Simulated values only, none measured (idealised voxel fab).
process module | voxel released beams
cross-section cut | 175 nm wide | cells 5 nm
A cross-section is a grid of square cells, given in bands from the top down. A band is one or more rows of cells.
Each band's line starts with the height of the band's top and of its bottom, in nm. Then come its materials from left to right, each with its width in nm. One material with "throughout" fills the band from edge to edge. "air" is empty space.
Height 0 is the level under which the wafer as received is all one material. The lowest band goes on downwards, as in "0 down".
A width such as "30 to 40" changes by the same amount from each row of cells to the next, from the band's top row to its bottom row.
"no change" after a step means that no cell of the cross-section changed.
closed voids: empty space of 8 cells or more with no open way to the top, each as width x height at its distance from the left edge, in nm
after a step's settings: what the simulator itself notes on the step
overlay nm, on a step with a mask: how far to the right of its planned place the mask lay; to the left if negative
plan
1 op RECEIVE | material Si
2 op CONFORMAL_DEP | material SiN | thk nm 10
3 op DIRECTIONAL_DEP | material SiO2 | thk nm 20
4 op MASKED_ETCH | tone open | mask id ANCHOR | width nm 35 | etch materials SiO2 | depth nm 20 | overlay nm 0
5 op CONFORMAL_DEP | material W | thk nm 10
6 op MASKED_ETCH | tone cover | mask id BEAM | width nm 110 | etch materials W | depth nm 10 | overlay nm 0
7 op STRIP | etch materials SiO2
as received, after step 1
  0 down: Si throughout
  closed voids: none
a wafer at the end: this start, this plan, one mistake
  30 to 20: air 30 | W 15 | air 15 | W 80 | air 35
  20 to 10: air 35 | W 10 | air 15 | W 10 | air 105
  10 to 0: air 35 | W 35 | air 105
  0 down: Si throughout
  closed voids: none
what went wrong: step 2 was left out
